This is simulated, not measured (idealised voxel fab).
The document below concerns the process module designated voxel ribs on slabs.
Square cell edge 5 nm, section width 165 nm, ID cut.
Format of a cross-section: grid, square cells. Given as bands. Order: top down. Band: one or more rows of cells. Band: top and bottom heights (nm) first, top before bottom; then materials from left to right, widths in nm. "full width" marks a sole material filling the band edge to edge. "empty" denotes empty space. Heights are expressed relative to 0, this being the level below which the as-received wafer comprises one material exclusively. The lowest band is unbounded in the downward direction and is denoted as in "from 0 down". A width given as "30->40" starts at the first number in the band's top row and ends at the second number in its bottom row, shifting by an equal amount at every step from row to row. A step reported as "stayed the same" is a step in which no cell of the cross-section changed. "Cavities, sealed": sealed empty spaces, 8 cells or more, no open way to top, listed width x height at distance, with distance from the left edge and width, height and distance in nm. Anything after a step's settings on that line? It's the simulator's own note about the step. overlay nm: for a step with a mask, the amount by which the mask lay right of where it was planned; a negative amount means left of it. Layout of what follows: cross-section pairs, each bracketing one process step, the after cross-section shown only to the lowest band that changed, the step between and its settings noted under each pair. Pairs may originate in different runs of this module on the same starting wafer; a pair continues from the pair above only where its entry headed "Before step" says so.

# Before step
- from 0 down = Si full width
- Cavities, sealed: none

# After the Step
- from 30 to 0 = SiO2 full width
- No changes below 0.
- Cavities, sealed: none
Upper to lower cross-section via DIRECTIONAL_DEP: material SiO2, thk nm 30

Before step: taken from the pair above, after panel.

# After the Step
- from 50 to 30 = polySi full width
- No changes below 30.
- Cavities, sealed: none
Upper to lower cross-section via DIRECTIONAL_DEP: material polySi, thk nm 20

Before step: taken from the pair above, after panel.

# After the Step
- from 50 to 35 = empty: 65 / polySi: 30 / empty: 70
- No changes below 35.
- Cavities, sealed: none
Upper to lower cross-section via MASKED_ETCH: tone cover, mask id RIB, width nm 30, etch materials polySi, depth nm 15, overlay nm 0

Before step: taken from the pair above, after panel.

# After the Step
- from 50 to 35 = empty: 65 / polySi: 30 / empty: 70
- from 35 to 30 = empty: 45 / polySi: 70 / empty: 50
- No changes below 30.
- Cavities, sealed: none
Upper to lower cross-section via MASKED_ETCH: tone cover, mask id SLAB, width nm 70, etch materials polySi, depth nm 5, overlay nm 0

Before step: taken from the pair above, after panel.

# After the Step
- from 70 to 50 = SiO2 full width
- from 50 to 35 = SiO2: 65 / polySi: 30 / SiO2: 70
- from 35 to 30 = SiO2: 45 / polySi: 70 / SiO2: 50
- No changes below 30.
- Cavities, sealed: none
Upper to lower cross-section via FILL_DEP: material SiO2, thk nm 20

Before step: taken from the pair above, after panel.

# After the Step
- from 60 to 50 = SiO2 full width
- No changes below 50.
- Cavities, sealed: none
Upper to lower cross-section via CMP: height nm 60

Before step: taken from the pair above, after panel.

# After the Step
- from 65 to 60 = W full width
- No changes below 60.
- Cavities, sealed: none
Upper to lower cross-section via DIRECTIONAL_DEP: material W, thk nm 5

Before step: taken from the pair above, after panel.

# After the Step
- from 85 to 65 = empty: 60 / resist: 40 / empty: 65
- No changes below 65.
- Cavities, sealed: none
Upper to lower cross-section via PATTERN: tone cover, mask id HEATER, material resist, width nm 40, thk nm 20, overlay nm 0

Before step: taken from the pair above, after panel.

# After the Step
- from 85 to 65 = empty: 60 / resist: 40 / empty: 65
- from 65 to 60 = empty: 60 / W: 40 / empty: 65
- No changes below 60.
- Cavities, sealed: none
Upper to lower cross-section via DIRECTIONAL_ETCH: etch materials W, depth nm 5

Before step: taken from the pair above, after panel.

# After the Step
- from 65 to 60 = empty: 60 / W: 40 / empty: 65
- No changes below 60.
- Cavities, sealed: none
Upper to lower cross-section via STRIP: etch materials resist

Before step: taken from the pair above, after panel.

# After the Step
- from 70 to 65 = empty: 55 / SiO2: 50 / empty: 60
- from 65 to 60 = SiO2: 60 / W: 40 / SiO2: 65
- No changes below 60.
- Cavities, sealed: none
Upper to lower cross-section via CONFORMAL_DEP: material SiO2, thk nm 5

# Before step
- from 50 to 30 = polySi full width
- from 30 to 0 = SiO2 full width
- from 0 down = Si full width
- Cavities, sealed: none

# After the Step
- from 70 to 30 = polySi full width
- No changes below 30.
- Cavities, sealed: none
Upper to lower cross-section via DIRECTIONAL_DEP: material polySi, thk nm 20

Before step: taken from the pair above, after panel.

# After the Step
- from 70 to 55 = empty: 65 / polySi: 30 / empty: 70
- No changes below 55.
- Cavities, sealed: none
Upper to lower cross-section via MASKED_ETCH: tone cover, mask id RIB, width nm 30, etch materials polySi, depth nm 15, overlay nm 0

Before step: taken from the pair above, after panel.

# After the Step
- from 70 to 55 = empty: 65 / polySi: 30 / empty: 70
- from 55 to 50 = empty: 45 / polySi: 70 / empty: 50
- No changes below 50.
- Cavities, sealed: none
Upper to lower cross-section via MASKED_ETCH: tone cover, mask id SLAB, width nm 70, etch materials polySi, depth nm 5, overlay nm 0

Before step: taken from the pair above, after panel.

# After the Step
- from 90 to 70 = SiO2 full width
- from 70 to 55 = SiO2: 65 / polySi: 30 / SiO2: 70
- from 55 to 50 = SiO2: 45 / polySi: 70 / SiO2: 50
- No changes below 50.
- Cavities, sealed: none
Upper to lower cross-section via FILL_DEP: material SiO2, thk nm 20

Before step: taken from the pair above, after panel.

# After the Step
- from 60 to 50 = SiO2: 65->45 / polySi: 30->70 / SiO2: 70->50
- No changes below 50.
- Cavities, sealed: none
Upper to lower cross-section via CMP: height nm 60

Before step: taken from the pair above, after panel.

# After the Step
- from 65 to 60 = W full width
- No changes below 60.
- Cavities, sealed: none
Upper to lower cross-section via DIRECTIONAL_DEP: material W, thk nm 5

Before step: taken from the pair above, after panel.

# After the Step
- from 85 to 65 = empty: 60 / resist: 40 / empty: 65
- No changes below 65.
- Cavities, sealed: none
Upper to lower cross-section via PATTERN: tone cover, mask id HEATER, material resist, width nm 40, thk nm 20, overlay nm 0

Before step: taken from the pair above, after panel.

# After the Step
- from 85 to 65 = empty: 60 / resist: 40 / empty: 65
- from 65 to 60 = empty: 60 / W: 40 / empty: 65
- No changes below 60.
- Cavities, sealed: none
Upper to lower cross-section via DIRECTIONAL_ETCH: etch materials W, depth nm 5

Before step: taken from the pair above, after panel.

# After the Step
- from 65 to 60 = empty: 60 / W: 40 / empty: 65
- No changes below 60.
- Cavities, sealed: none
Upper to lower cross-section via STRIP: etch materials resist

Before step: taken from the pair above, after panel.

# After the Step
- from 70 to 65 = empty: 55 / SiO2: 50 / empty: 60
- from 65 to 60 = SiO2: 60 / W: 40 / SiO2: 65
- No changes below 60.
- Cavities, sealed: none
Upper to lower cross-section via CONFORMAL_DEP: material SiO2, thk nm 5

# Before step
- from 0 down = Si full width
- Cavities, sealed: none

# After the Step
- from 20 to 0 = polySi full width
- No changes below 0.
- Cavities, sealed: none
Upper to lower cross-section via DIRECTIONAL_DEP: material polySi, thk nm 20

Before step: taken from the pair above, after panel.

# After the Step
- from 50 to 20 = SiO2 full width
- No changes below 20.
- Cavities, sealed: none
Upper to lower cross-section via DIRECTIONAL_DEP: material SiO2, thk nm 30

Before step: taken from the pair above, after panel.

# After the Step
- from 70 to 20 = SiO2 full width
- No changes below 20.
- Cavities, sealed: none
Upper to lower cross-section via FILL_DEP: material SiO2, thk nm 20

Before step: taken from the pair above, after panel.

# After the Step
- from 60 to 20 = SiO2 full width
- No changes below 20.
- Cavities, sealed: none
Upper to lower cross-section via CMP: height nm 60

Before step: taken from the pair above, after panel.

# After the Step
- from 65 to 60 = W full width
- No changes below 60.
- Cavities, sealed: none
Upper to lower cross-section via DIRECTIONAL_DEP: material W, thk nm 5

Before step: taken from the pair above, after panel.

# After the Step
- from 85 to 65 = empty: 60 / resist: 40 / empty: 65
- No changes below 65.
- Cavities, sealed: none
Upper to lower cross-section via PATTERN: tone cover, mask id HEATER, material resist, width nm 40, thk nm 20, overlay nm 0

Before step: taken from the pair above, after panel.

# After the Step
- from 85 to 65 = empty: 60 / resist: 40 / empty: 65
- from 65 to 60 = empty: 60 / W: 40 / empty: 65
- No changes below 60.
- Cavities, sealed: none
Upper to lower cross-section via DIRECTIONAL_ETCH: etch materials W, depth nm 5

Before step: taken from the pair above, after panel.

# After the Step
- from 65 to 60 = empty: 60 / W: 40 / empty: 65
- No changes below 60.
- Cavities, sealed: none
Upper to lower cross-section via STRIP: etch materials resist

Before step: taken from the pair above, after panel.

# After the Step
- from 70 to 65 = empty: 55 / SiO2: 50 / empty: 60
- from 65 to 60 = SiO2: 60 / W: 40 / SiO2: 65
- No changes below 60.
- Cavities, sealed: none
Upper to lower cross-section via CONFORMAL_DEP: material SiO2, thk nm 5

# Before step
- from 0 down = Si full width
- Cavities, sealed: none

# After the Step
- from 40 to 0 = SiO2 full width
- No changes below 0.
- Cavities, sealed: none
Upper to lower cross-section via DIRECTIONAL_DEP: material SiO2, thk nm 40

Before step: taken from the pair above, after panel.

# After the Step
- from 60 to 40 = polySi full width
- No changes below 40.
- Cavities, sealed: none
Upper to lower cross-section via DIRECTIONAL_DEP: material polySi, thk nm 20

Before step: taken from the pair above, after panel.

# After the Step
- from 60 to 45 = empty: 65 / polySi: 30 / empty: 70
- No changes below 45.
- Cavities, sealed: none
Upper to lower cross-section via MASKED_ETCH: tone cover, mask id RIB, width nm 30, etch materials polySi, depth nm 15, overlay nm 0

Before step: taken from the pair above, after panel.

# After the Step
- from 60 to 45 = empty: 65 / polySi: 30 / empty: 70
- from 45 to 40 = empty: 45 / polySi: 70 / empty: 50
- No changes below 40.
- Cavities, sealed: none
Upper to lower cross-section via MASKED_ETCH: tone cover, mask id SLAB, width nm 70, etch materials polySi, depth nm 5, overlay nm 0

Before step: taken from the pair above, after panel.

# After the Step
- from 80 to 60 = SiO2 full width
- from 60 to 45 = SiO2: 65 / polySi: 30 / SiO2: 70
- from 45 to 40 = SiO2: 45 / polySi: 70 / SiO2: 50
- No changes below 40.
- Cavities, sealed: none
Upper to lower cross-section via FILL_DEP: material SiO2, thk nm 20

Before step: taken from the pair above, after panel.

# After the Step
- from 60 to 45 = SiO2: 65 / polySi: 30 / SiO2: 70
- No changes below 45.
- Cavities, sealed: none
Upper to lower cross-section via CMP: height nm 60

Before step: taken from the pair above, after panel.

# After the Step
- from 65 to 60 = W full width
- No changes below 60.
- Cavities, sealed: none
Upper to lower cross-section via DIRECTIONAL_DEP: material W, thk nm 5

Before step: taken from the pair above, after panel.

# After the Step
- from 85 to 65 = empty: 60 / resist: 40 / empty: 65
- No changes below 65.
- Cavities, sealed: none
Upper to lower cross-section via PATTERN: tone cover, mask id HEATER, material resist, width nm 40, thk nm 20, overlay nm 0

Before step: taken from the pair above, after panel.

# After the Step
- from 85 to 65 = empty: 60 / resist: 40 / empty: 65
- from 65 to 60 = empty: 60 / W: 40 / empty: 65
- No changes below 60.
- Cavities, sealed: none
Upper to lower cross-section via DIRECTIONAL_ETCH: etch materials W, depth nm 5

Before step: taken from the pair above, after panel.

# After the Step
- from 65 to 60 = empty: 60 / W: 40 / empty: 65
- No changes below 60.
- Cavities, sealed: none
Upper to lower cross-section via STRIP: etch materials resist

Before step: taken from the pair above, after panel.

# After the Step
- from 70 to 65 = empty: 55 / SiO2: 50 / empty: 60
- from 65 to 60 = SiO2: 60 / W: 40 / SiO2: 65
- No changes below 60.
- Cavities, sealed: none
Upper to lower cross-section via CONFORMAL_DEP: material SiO2, thk nm 5

# Before step
- from 65 to 60 = W full width
- from 60 to 50 = SiO2 full width
- from 50 to 35 = SiO2: 65 / polySi: 30 / SiO2: 70
- from 35 to 30 = SiO2: 45 / polySi: 70 / SiO2: 50
- from 30 to 0 = SiO2 full width
- from 0 down = Si full width
- Cavities, sealed: none

# After the Step
- from 85 to 65 = empty: 55 / resist: 50 / empty: 60
- No changes below 65.
- Cavities, sealed: none
Upper to lower cross-section via PATTERN: tone cover, mask id HEATER, material resist, width nm 50, thk nm 20, overlay nm 0

Before step: taken from the pair above, after panel.

# After the Step
- from 85 to 65 = empty: 55 / resist: 50 / empty: 60
- from 65 to 60 = empty: 55 / W: 50 / empty: 60
- No changes below 60.
- Cavities, sealed: none
Upper to lower cross-section via DIRECTIONAL_ETCH: etch materials W, depth nm 5

Before step: taken from the pair above, after panel.

# After the Step
- from 65 to 60 = empty: 55 / W: 50 / empty: 60
- No changes below 60.
- Cavities, sealed: none
Upper to lower cross-section via STRIP: etch materials resist

Before step: taken from the pair above, after panel.

# After the Step
- from 70 to 65 = empty: 50 / SiO2: 60 / empty: 55
- from 65 to 60 = SiO2: 55 / W: 50 / SiO2: 60
- No changes below 60.
- Cavities, sealed: none
Upper to lower cross-section via CONFORMAL_DEP: material SiO2, thk nm 5

# Before step
- from 65 to 60 = W full width
- from 60 to 50 = SiO2 full width
- from 50 to 35 = SiO2: 65 / polySi: 30 / SiO2: 70
- from 35 to 30 = SiO2: 45 / polySi: 70 / SiO2: 50
- from 30 to 0 = SiO2 full width
- from 0 down = Si full width
- Cavities, sealed: none

# After the Step
- from 85 to 65 = empty: 70 / resist: 40 / empty: 55
- No changes below 65.
- Cavities, sealed: none
Upper to lower cross-section via PATTERN: tone cover, mask id HEATER, material resist, width nm 40, thk nm 20, overlay nm 10

Before step: taken from the pair above, after panel.

# After the Step
- from 85 to 65 = empty: 70 / resist: 40 / empty: 55
- from 65 to 60 = empty: 70 / W: 40 / empty: 55
- No changes below 60.
- Cavities, sealed: none
Upper to lower cross-section via DIRECTIONAL_ETCH: etch materials W, depth nm 5

Before step: taken from the pair above, after panel.

# After the Step
- from 65 to 60 = empty: 70 / W: 40 / empty: 55
- No changes below 60.
- Cavities, sealed: none
Upper to lower cross-section via STRIP: etch materials resist

Before step: taken from the pair above, after panel.

# After the Step
- from 70 to 65 = empty: 65 / SiO2: 50 / empty: 50
- from 65 to 60 = SiO2: 70 / W: 40 / SiO2: 55
- No changes below 60.
- Cavities, sealed: none
Upper to lower cross-section via CONFORMAL_DEP: material SiO2, thk nm 5

# Before step
- from 65 to 60 = empty: 60 / W: 40 / empty: 65
- from 60 to 50 = SiO2 full width
- from 50 to 35 = SiO2: 65 / polySi: 30 / SiO2: 70
- from 35 to 30 = SiO2: 45 / polySi: 70 / SiO2: 50
- from 30 to 0 = SiO2 full width
- from 0 down = Si full width
- Cavities, sealed: none

# After the Step
- from 70 to 65 = empty: 55 / W: 50 / empty: 60
- from 65 to 60 = W full width
- No changes below 60.
- Cavities, sealed: none
Upper to lower cross-section via CONFORMAL_DEP: material W, thk nm 5

# Before step
- from 50 to 35 = empty: 65 / polySi: 30 / empty: 70
- from 35 to 30 = polySi full width
- from 30 to 0 = SiO2 full width
- from 0 down = Si full width
- Cavities, sealed: none

# After the Step
- from 45 to 35 = empty: 65 / polySi: 30 / empty: 70
- from 35 to 30 = polySi: 45 / empty: 20 / polySi: 30 / empty: 20 / polySi: 50
- No changes below 30.
- Cavities, sealed: none
Upper to lower cross-section via MASKED_ETCH: tone open, mask id SLAB, width nm 70, etch materials polySi, depth nm 5, overlay nm 0

Before step: taken from the pair above, after panel.

# After the Step
- from 65 to 45 = SiO2 full width
- from 45 to 35 = SiO2: 65 / polySi: 30 / SiO2: 70
- from 35 to 30 = polySi: 45 / SiO2: 20 / polySi: 30 / SiO2: 20 / polySi: 50
- No changes below 30.
- Cavities, sealed: none
Upper to lower cross-section via FILL_DEP: material SiO2, thk nm 20

Before step: taken from the pair above, after panel.

# After the Step
- from 60 to 45 = SiO2 full width
- No changes below 45.
- Cavities, sealed: none
Upper to lower cross-section via CMP: height nm 60

Before step: taken from the pair above, after panel.

# After the Step
- from 65 to 60 = W full width
- No changes below 60.
- Cavities, sealed: none
Upper to lower cross-section via DIRECTIONAL_DEP: material W, thk nm 5

Before step: taken from the pair above, after panel.

# After the Step
- from 85 to 65 = empty: 60 / resist: 40 / empty: 65
- No changes below 65.
- Cavities, sealed: none
Upper to lower cross-section via PATTERN: tone cover, mask id HEATER, material resist, width nm 40, thk nm 20, overlay nm 0

Before step: taken from the pair above, after panel.

# After the Step
- from 85 to 65 = empty: 60 / resist: 40 / empty: 65
- from 65 to 60 = empty: 60 / W: 40 / empty: 65
- No changes below 60.
- Cavities, sealed: none
Upper to lower cross-section via DIRECTIONAL_ETCH: etch materials W, depth nm 5

Before step: taken from the pair above, after panel.

# After the Step
- from 65 to 60 = empty: 60 / W: 40 / empty: 65
- No changes below 60.
- Cavities, sealed: none
Upper to lower cross-section via STRIP: etch materials resist

Before step: taken from the pair above, after panel.

# After the Step
- from 70 to 65 = empty: 55 / SiO2: 50 / empty: 60
- from 65 to 60 = SiO2: 60 / W: 40 / SiO2: 65
- No changes below 60.
- Cavities, sealed: none
Upper to lower cross-section via CONFORMAL_DEP: material SiO2, thk nm 5
